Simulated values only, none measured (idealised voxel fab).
The process module presented herein is designated voxel capacitor over wiring.
Xsec cut, 240 nm wide, square cell size 5 nm.
In this document a cross-section is written as a grid of square cells. It is given as a series of bands, listed from the top down, and a band is one or more rows of cells.
Each band's line starts with the height of the band's top and of its bottom, in nm. Then come its materials from left to right, each with its width in nm. One material with "all across" fills the band from edge to edge. "empty" is empty space.
The level at which height equals 0 is the one under which the wafer, as it arrives, is entirely one material. No lower edge exists for the bottom band, which continues downward and is notated as in "from 0 down".
With a width like "30->40", each row of cells in the band differs from the next by the same amount, the top row carrying the first number and the bottom row the second.
Basically "no modifications" means that step didn't change any cell in the cross-section.
Any empty space of 8 cells or more lacking an open way to the top shows up in "Enclosed void entries" as width x height at distance, distance from the left edge, in nm.
Where a step's line continues beyond its settings, the continuation is a remark by the simulator itself on that step.
"overlay nm" denotes, for a step that has a mask, the displacement of the mask to the right of its planned place, with negative values corresponding to the left.

PLAN
1: RECEIVE,material Si
2: CONFORMAL_DEP,material SiO2,thk nm 15
3: CONFORMAL_DEP,material SiCN,thk nm 5
4: DIRECTIONAL_DEP,material SiO2,thk nm 15
5: PATTERN,tone open,mask id METAL_1,material resist,width nm 25,pitch nm 85,thk nm 15,overlay nm 0
6: DIRECTIONAL_ETCH,etch materials SiO2,depth nm 15
7: DIRECTIONAL_ETCH,etch materials SiCN,depth nm 5
8: STRIP,etch materials resist
9: CONFORMAL_DEP,material TiN,thk nm 5
10: FILL_DEP,material Ru,thk nm 10
11: CMP,height nm 35
12: CONFORMAL_DEP,material SiCN,thk nm 5
13: DIRECTIONAL_DEP,material lowk,thk nm 10
14: PATTERN,tone open,mask id PLUG_1,material resist,width nm 15,thk nm 20,overlay nm 0
15: DIRECTIONAL_ETCH,etch materials lowk,depth nm 10
16: DIRECTIONAL_ETCH,etch materials SiCN,depth nm 5
17: STRIP,etch materials resist
18: EPI,material Ru,thk nm 10
19: EPI,material Ru,thk nm 5
20: DIRECTIONAL_DEP,material TiN,thk nm 5
21: DIRECTIONAL_DEP,material Al2O3,thk nm 5
22: DIRECTIONAL_DEP,material TiN,thk nm 5
23: DIRECTIONAL_DEP,material aC,thk nm 15
24: PATTERN,tone cover,mask id UPPER_PLATE,material resist,width nm 65,thk nm 30,overlay nm 0
25: DIRECTIONAL_ETCH,etch materials aC,depth nm 15
26: STRIP,etch materials resist
27: DIRECTIONAL_ETCH,etch materials TiN,depth nm 5
28: DIRECTIONAL_ETCH,etch materials Al2O3,depth nm 5
29: STRIP,etch materials aC
30: PATTERN,tone cover,mask id LOWER_PLATE,material resist,width nm 75,thk nm 20,overlay nm 0
31: DIRECTIONAL_ETCH,etch materials TiN,depth nm 5
32: STRIP,etch materials resist
33: FILL_DEP,material SiO2,thk nm 15
34: CMP,height nm 75
35: DIRECTIONAL_DEP,material aC,thk nm 15
36: PATTERN,tone open,mask id PLUG_2,material resist,width nm 15,thk nm 35,overlay nm 0
37: DIRECTIONAL_ETCH,etch materials aC,depth nm 15
38: STRIP,etch materials resist
39: DIRECTIONAL_ETCH,etch materials SiO2,depth nm 10
40: STRIP,etch materials aC
41: CONFORMAL_DEP,material TiN,thk nm 5
42: FILL_DEP,material W,thk nm 5
43: CMP,height nm 75
44: CONFORMAL_DEP,material SiCN,thk nm 5

DELIVERED WAFER IN CROSS-SECTION: STATE AFTER STEP 1
  from 0 down: Si all across
  Enclosed void entries: none

RUN AS PLANNED - FIRST OF THE TWO WAFERS CROSS-SECTIONED AT THE END OF THE MODULE
  from 80 to 75: SiCN all across
  from 75 to 70: SiO2 (85) | TiN (5) | W (5) | TiN (5) | SiO2 (140)
  from 70 to 60: SiO2 (85->75) | TiN (15->65) | SiO2 (140->100)
  from 60 to 55: SiO2 (75) | Al2O3 (65) | SiO2 (100)
  from 55 to 50: SiO2 (70) | TiN (75) | SiO2 (95)
  from 50 to 40: lowk (75) | Ru (15) | lowk (150)
  from 40 to 35: SiCN (75) | Ru (15) | SiCN (150)
  from 35 to 20: SiO2 (65) | TiN (5) | Ru (15) | TiN (5) | SiO2 (60) | TiN (5) | Ru (15) | TiN (5) | SiO2 (65)
  from 20 to 15: SiCN (65) | TiN (25) | SiCN (60) | TiN (25) | SiCN (65)
  from 15 to 0: SiO2 all across
  from 0 down: Si all across
  Enclosed void entries: none

HERE IS THE SECOND OF THE TWO WAFERS CUT OPEN AT THE END OF THE MODULE - SAME START, SAME PLAN AS THE FIRST ONE, BUT WE MADE ONE MISTAKE RUNNING IT
  from 80 to 75: SiCN all across
  from 75 to 70: SiO2 (75) | TiN (25) | SiO2 (140)
  from 70 to 65: SiO2 (75) | Al2O3 (25) | SiO2 (140)
  from 65 to 60: SiO2 (70) | TiN (70) | SiO2 (100)
  from 60 to 55: SiO2 (65) | Ru (35) | Al2O3 (40) | SiO2 (100)
  from 55 to 50: SiO2 (65) | Ru (35) | TiN (45) | SiO2 (95)
  from 50 to 40: lowk (75) | Ru (15) | lowk (150)
  from 40 to 35: SiCN (75) | Ru (15) | SiCN (150)
  from 35 to 20: SiO2 (65) | TiN (5) | Ru (15) | TiN (5) | SiO2 (60) | TiN (5) | Ru (15) | TiN (5) | SiO2 (65)
  from 20 to 15: SiCN (65) | TiN (25) | SiCN (60) | TiN (25) | SiCN (65)
  from 15 to 0: SiO2 all across
  from 0 down: Si all across
  Enclosed void entries: none
Here's what went sideways: twice over, step 18 of the plan was run
Count the cells at the end and the second wafer has more or fewer of some materials than the first: Ru: 14 more, SiO2: 8 fewer, TiN: 5 fewer, W: 1 fewer
